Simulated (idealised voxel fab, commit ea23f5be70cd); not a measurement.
process module | voxel air gaps
cross-section cut | 180 nm wide | cells 5 nm
A cross-section is a grid of square cells, given in bands from the top down. A band is one or more rows of cells.
Each band's line starts with the height of the band's top and of its bottom, in nm. Then come its materials from left to right, each with its width in nm. One material with "throughout" fills the band from edge to edge. "air" is empty space.
Height 0 is the level under which the wafer as received is all one material. The lowest band goes on downwards, as in "0 down".
A width such as "30 to 40" changes by the same amount from each row of cells to the next, from the band's top row to its bottom row.
"no change" after a step means that no cell of the cross-section changed.
closed voids: empty space of 8 cells or more with no open way to the top, each as width x height at its distance from the left edge, in nm
after a step's settings: what the simulator itself notes on the step
overlay nm, on a step with a mask: how far to the right of its planned place the mask lay; to the left if negative
plan
1 op RECEIVE | material Si
2 op CONFORMAL_DEP | material SiO2 | thk nm 10
3 op CONFORMAL_DEP | material SiN | thk nm 5
4 op DIRECTIONAL_DEP | material SiO2 | thk nm 40
5 op MASKED_ETCH | tone open | mask id LINES | width nm 25 | pitch nm 55 | etch materials SiO2 | depth nm 40 | overlay nm 0
6 op CONFORMAL_DEP | material TiN | thk nm 5
7 op FILL_DEP | material Ru | thk nm 10
8 op CMP | height nm 55
9 op EPI | material Ru | thk nm 10
10 op SELECTIVE_ETCH | etch materials SiO2 | depth nm 50
11 op CONFORMAL_DEP | material SiCN | thk nm 5
as received, after step 1
  0 down: Si throughout
  closed voids: none
first wafer at the end, as planned
  70 to 65: air 5 | SiCN 165 | air 10
  65 to 55: air 5 | SiCN 5 | Ru 45 | SiCN 10 | Ru 45 | SiCN 10 | Ru 45 | SiCN 5 | air 10
  55 to 50: air 5 | SiCN 15 | TiN 5 | Ru 15 | TiN 5 | SiCN 30 | TiN 5 | Ru 15 | TiN 5 | SiCN 30 | TiN 5 | Ru 15 | TiN 5 | SiCN 15 | air 10
  50 to 20: air 15 | SiCN 5 | TiN 5 | Ru 15 | TiN 5 | SiCN 5 | air 20 | SiCN 5 | TiN 5 | Ru 15 | TiN 5 | SiCN 5 | air 20 | SiCN 5 | TiN 5 | Ru 15 | TiN 5 | SiCN 5 | air 20
  20 to 15: SiCN 20 | TiN 25 | SiCN 30 | TiN 25 | SiCN 30 | TiN 25 | SiCN 25
  15 to 10: SiN throughout
  10 to 0: SiO2 throughout
  0 down: Si throughout
  closed voids: 20 x 30 at 50; 20 x 30 at 105
second wafer at the end: like start, like plan, one mistake
  80 to 75: SiCN throughout
  75 to 55: Ru 175 | SiCN 5
  55 to 50: SiO2 20 | TiN 5 | Ru 15 | TiN 5 | SiO2 30 | TiN 5 | Ru 15 | TiN 5 | SiO2 30 | TiN 5 | Ru 15 | TiN 5 | SiCN 25
  50 to 20: SiO2 20 | TiN 5 | Ru 15 | TiN 5 | SiO2 30 | TiN 5 | Ru 15 | TiN 5 | SiO2 30 | TiN 5 | Ru 15 | TiN 5 | SiCN 5 | air 20
  20 to 15: SiO2 20 | TiN 25 | SiO2 30 | TiN 25 | SiO2 30 | TiN 25 | SiCN 25
  15 to 10: SiN throughout
  10 to 0: SiO2 throughout
  0 down: Si throughout
  closed voids: 20 x 30 at 160
what went wrong: step 9 was run twice
at the end the second wafer has, in cells: 86 more of Ru | 64 fewer of SiCN | 128 more of SiO2
closed voids at the end (first wafer, second wafer): 2, 1
